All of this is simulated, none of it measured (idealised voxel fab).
process module | voxel released beams
cross-section cut | 190 nm wide | cells 5 nm
A cross-section is a grid of square cells, given in bands from the top down. A band is one or more rows of cells.
Each band's line starts with the height of the band's top and of its bottom, in nm. Then come its materials from left to right, each with its width in nm. One material with "throughout" fills the band from edge to edge. "air" is empty space.
Height 0 is the level under which the wafer as received is all one material. The lowest band goes on downwards, as in "0 down".
A width such as "30 to 40" changes by the same amount from each row of cells to the next, from the band's top row to its bottom row.
"no change" after a step means that no cell of the cross-section changed.
closed voids: empty space of 8 cells or more with no open way to the top, each as width x height at its distance from the left edge, in nm
after a step's settings: what the simulator itself notes on the step
overlay nm, on a step with a mask: how far to the right of its planned place the mask lay; to the left if negative
plan
1 op RECEIVE | material Si
2 op CONFORMAL_DEP | material SiN | thk nm 5
3 op DIRECTIONAL_DEP | material SiO2 | thk nm 20
4 op PATTERN | tone open | mask id ANCHOR | material resist | width nm 45 | thk nm 15 | overlay nm 0
5 op DIRECTIONAL_ETCH | etch materials SiO2 | depth nm 20
6 op STRIP | etch materials resist
7 op CONFORMAL_DEP | material TiN | thk nm 15
8 op PATTERN | tone cover | mask id BEAM | material resist | width nm 130 | thk nm 15 | overlay nm 0
9 op DIRECTIONAL_ETCH | etch materials TiN | depth nm 15
10 op STRIP | etch materials resist
11 op STRIP | etch materials SiO2
as received, after step 1
  0 down: Si throughout
  closed voids: none
first wafer at the end, as planned
  40 to 25: air 25 | TiN 20 | air 15 | TiN 95 | air 35
  25 to 20: air 30 | TiN 15 | air 15 | TiN 15 | air 115
  20 to 5: air 30 | TiN 45 | air 115
  5 to 0: SiN throughout
  0 down: Si throughout
  closed voids: none
second wafer at the end: like start, like plan, one mistake
  40 to 25: air 25 | TiN 10 | air 15 | TiN 105 | air 35
  25 to 20: air 20 | TiN 15 | air 15 | TiN 15 | air 125
  20 to 5: air 20 | TiN 45 | air 125
  5 to 0: SiN throughout
  0 down: Si throughout
  closed voids: none
what went wrong: step 4 ran as: op PATTERN | tone open | mask id ANCHOR | material resist | width nm 45 | thk nm 15 | overlay nm -10
at the end the second wafer has, in cells: as many of each material as the first, in other places
